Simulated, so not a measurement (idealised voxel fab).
The following process module bears the name voxel wiring stack.
Cross-section cut spans 200 nm and uses square cells 5 nm in size.
When this document writes out a cross-section, it uses a grid of square cells and lists it as bands, beginning at the top and moving down, with a band standing for one or more rows of cells. Heights first: top, then bottom, in nm. Then materials, left to right, each with a width in nm. "throughout" on a single material: fills the band edge to edge. "air": empty space. Beneath 0, the wafer as received is one material, and that level is where height counting begins. The lowest band goes on downward without a bottom; it is written like "0 down". You'd read "30..40" like this: the band's top row of cells is as wide as the first number, its bottom row is as wide as the second, and going down, every row changes width by the same amount as the row before did. Given "all unchanged" for a step, no cell of the cross-section differs between before and after that step. Empty spaces without an open route to the top, at least 8 cells in extent, make up the entry "Closed cavity list"; each is given as width x height at distance, where the distance is measured from the left edge, and all are in nm. Past the settings on a step's line: simulator remark, on that step. Each step line may optionally specify "overlay nm", which for a step with a mask gives the rightward distance between the mask's planned place and where it lay, a negative value indicating the leftward direction.
## This section lists the process steps that were planned
- 1: RECEIVE: material Si
- 2: CONFORMAL_DEP: material SiO2, thk nm 10
- 3: DIRECTIONAL_DEP: material TiN, thk nm 5
- 4: DIRECTIONAL_DEP: material W, thk nm 25
- 5: DIRECTIONAL_DEP: material aC, thk nm 15
- 6: PATTERN: tone cover, mask id METAL_1, material resist, width nm 20, pitch nm 40, thk nm 35, overlay nm 0
- 7: DIRECTIONAL_ETCH: etch materials aC, depth nm 15
- 8: STRIP: etch materials resist
- 9: DIRECTIONAL_ETCH: etch materials W, depth nm 25
- 10: DIRECTIONAL_ETCH: etch materials TiN, depth nm 5
- 11: STRIP: etch materials aC
- 12: FILL_DEP: material lowk, thk nm 5
- 13: CMP: height nm 40
- 14: CONFORMAL_DEP: material SiCN, thk nm 5
- 15: DIRECTIONAL_DEP: material lowk, thk nm 10
- 16: DIRECTIONAL_DEP: material aC, thk nm 15
- 17: PATTERN: tone open, mask id PLUG_1, material resist, width nm 15, pitch nm 40, thk nm 35, overlay nm 0
- 18: DIRECTIONAL_ETCH: etch materials aC, depth nm 15
- 19: STRIP: etch materials resist
- 20: DIRECTIONAL_ETCH: etch materials lowk, depth nm 10
- 21: DIRECTIONAL_ETCH: etch materials SiCN, depth nm 5
- 22: STRIP: etch materials aC
- 23: EPI: material Ru, thk nm 10
- 24: EPI: material Ru, thk nm 5
- 25: CONFORMAL_DEP: material SiN, thk nm 5
- 26: DIRECTIONAL_DEP: material SiO2, thk nm 15
- 27: MASKED_ETCH: tone open, mask id METAL_2, width nm 20, pitch nm 40, etch materials SiO2, depth nm 15, overlay nm 0
- 28: MASKED_ETCH: tone open, mask id METAL_2, width nm 20, pitch nm 40, etch materials SiN, depth nm 5, overlay nm 0
- 29: CONFORMAL_DEP: material TiN, thk nm 5
- 30: FILL_DEP: material W, thk nm 5
- 31: CMP: height nm 75
- 32: EPI: material Ru, thk nm 5
- 33: FILL_DEP: material SiCN, thk nm 5
- 34: DIRECTIONAL_DEP: material SiO2, thk nm 15
- 35: DIRECTIONAL_DEP: material aC, thk nm 10
- 36: PATTERN: tone open, mask id PLUG_2, material resist, width nm 15, pitch nm 40, thk nm 25, overlay nm 0
- 37: DIRECTIONAL_ETCH: etch materials aC, depth nm 10
- 38: STRIP: etch materials resist
- 39: DIRECTIONAL_ETCH: etch materials SiO2, depth nm 15
- 40: DIRECTIONAL_ETCH: etch materials SiCN, depth nm 5
- 41: STRIP: etch materials aC
- 42: EPI: material Ru, thk nm 10
- 43: EPI: material Ru, thk nm 10
- 44: DIRECTIONAL_DEP: material TiN, thk nm 5
- 45: DIRECTIONAL_DEP: material W, thk nm 15
- 46: MASKED_ETCH: tone cover, mask id METAL_3, width nm 20, pitch nm 40, etch materials W, depth nm 15, overlay nm 0
- 47: MASKED_ETCH: tone cover, mask id METAL_3, width nm 20, pitch nm 40, etch materials TiN, depth nm 5, overlay nm 0
- 48: FILL_DEP: material SiO2, thk nm 10
- 49: CMP: height nm 120
- 50: CONFORMAL_DEP: material SiN, thk nm 5
## Cross-section of the wafer upon arrival, representing the state reached after step 1
> 0 down: Si throughout
> Closed cavity list: none
## a wafer at the end: this start, this plan, one mistake
> 125 to 120: SiN throughout
> 120 to 115: SiO2 50 nm, W 20 nm, SiO2 20 nm, W 20 nm, SiO2 20 nm, W 20 nm, SiO2 50 nm
> 115 to 105: Ru throughout
> 105 to 100: TiN 50 nm, Ru 15 nm, TiN 25 nm, Ru 15 nm, TiN 25 nm, Ru 15 nm, TiN 55 nm
> 100 to 95: SiO2 50 nm, Ru 15 nm, SiO2 25 nm, Ru 15 nm, SiO2 25 nm, Ru 15 nm, SiO2 55 nm
> 95 to 90: SiO2 50 nm, TiN 15 nm, SiO2 25 nm, TiN 15 nm, SiO2 25 nm, TiN 15 nm, SiO2 55 nm
> 90 to 85: SiO2 50 nm, Ru 15 nm, SiO2 25 nm, Ru 15 nm, SiO2 25 nm, Ru 15 nm, SiO2 55 nm
> 85 to 75: SiCN 50..45 nm, Ru 15..30 nm, SiCN 25..10 nm, Ru 15..30 nm, SiCN 25..10 nm, Ru 15..30 nm, SiCN 55..45 nm
> 75 to 60: SiO2 50 nm, TiN 5 nm, W 10 nm, TiN 5 nm, SiO2 20 nm, TiN 5 nm, W 10 nm, TiN 5 nm, SiO2 20 nm, TiN 5 nm, W 10 nm, TiN 5 nm, SiO2 50 nm
> 60 to 55: SiN 50 nm, TiN 20 nm, SiN 20 nm, TiN 20 nm, SiN 20 nm, TiN 20 nm, SiN 50 nm
> 55 to 45: lowk 50 nm, Ru 15 nm, lowk 25 nm, Ru 15 nm, lowk 25 nm, Ru 15 nm, lowk 55 nm
> 45 to 40: SiCN 50 nm, Ru 15 nm, SiCN 25 nm, Ru 15 nm, SiCN 25 nm, Ru 15 nm, SiCN 55 nm
> 40 to 15: lowk 50 nm, W 20 nm, lowk 20 nm, W 20 nm, lowk 20 nm, W 20 nm, lowk 50 nm
> 15 to 10: lowk 50 nm, TiN 20 nm, lowk 20 nm, TiN 20 nm, lowk 20 nm, TiN 20 nm, lowk 50 nm
> 10 to 0: SiO2 throughout
> 0 down: Si throughout
> Closed cavity list: none
It is concluded that the wafer was processed incorrectly with respect to the plan, in that steps 43 and 44 run out of order (swapped)
